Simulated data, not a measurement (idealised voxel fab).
You're looking at the process module voxel double patterning.
245 nm wide, 5 nm square cells: that's cross-section cut.
We lay out every cross-section as a grid of square cells and spell it out in bands from the top down, where one band means one or more rows of cells.
In this notation a band is specified by the heights of its top and bottom, in that order and in nm, after which its materials appear from left to right, each paired with its width in nm. The word "throughout" attached to a single material means that material fills the band from edge to edge; the word "air" stands for empty space.
It should be noted that heights are counted from 0, beneath which the wafer as supplied is of one material throughout, and that the lowest band possesses no lower boundary but continues downward, as written in "0 nm and below".
So if you see something like "30 to 40" for the width, read it as the top row of the band sitting at the first number and the bottom row at the second, with every row in between moving by the same amount as the last.
What does "nothing different" mean for a step? It means no cell of the cross-section changed in that step.
Entry "Sealed void list". Content: empty spaces with no open connection to the top, size 8 cells or greater. Each: width x height at distance. Distance: from left edge. Unit: nm.
What comes after the settings on a step's line is commentary from the simulator itself on that step.
For masked steps, "overlay nm" on the step line gives how far right of plan the mask actually lay; a minus sign means it lay to the left.
The steps planned for the process are as follows:
1) RECEIVE: material Si
2) CONFORMAL_DEP: material SiO2, thk nm 10
3) DIRECTIONAL_DEP: material W, thk nm 15
4) DIRECTIONAL_DEP: material SiN, thk nm 5
5) PATTERN: tone open, mask id FIRST, material resist, width nm 15, pitch nm 50, thk nm 20, overlay nm 0
6) DIRECTIONAL_ETCH: etch materials SiN, depth nm 5
7) STRIP: etch materials resist
8) MASKED_ETCH: tone open, mask id SECOND, width nm 15, etch materials SiN, depth nm 5, overlay nm 0
9) DIRECTIONAL_ETCH: etch materials W, depth nm 5
10) STRIP: etch materials SiN
Heads up: all these wafers start the same, and what changes between them is the depth nm in step 9. The value you see in the plan is just what the first wafer got.
Step 1 complete: as-received cross-section of the first of several wafers:
* 0 nm and below | Si throughout
* Sealed void list: none
The cross-section of the first of several wafers is given below for the end of the module, after its final step, step 10:
* 25 nm to 20 nm | W: 90, then air: 15, then W: 10, then air: 15, then W: 10, then air: 15, then W: 90
* 20 nm to 10 nm | W throughout
* 10 nm to 0 nm | SiO2 throughout
* 0 nm and below | Si throughout
* Sealed void list: none
Module end, final wafer: cross-section:
* 25 nm to 10 nm | W: 90, then air: 15, then W: 10, then air: 15, then W: 10, then air: 15, then W: 90
* 10 nm to 0 nm | SiO2 throughout
* 0 nm and below | Si throughout
* Sealed void list: none
Table: wafers, a row each; end-of-module cell change per material since receipt, gain (+), loss (-); then closed voids:
depth nm 5 | +98 SiO2 | +138 W | Sealed void list: none
depth nm 10 | +98 SiO2 | +129 W | Sealed void list: none
depth nm 15 | +98 SiO2 | +120 W | Sealed void list: none
depth nm 20 | +98 SiO2 | +120 W | Sealed void list: none
depth nm 25 | +98 SiO2 | +120 W | Sealed void list: none
depth nm 30 | +98 SiO2 | +120 W | Sealed void list: none
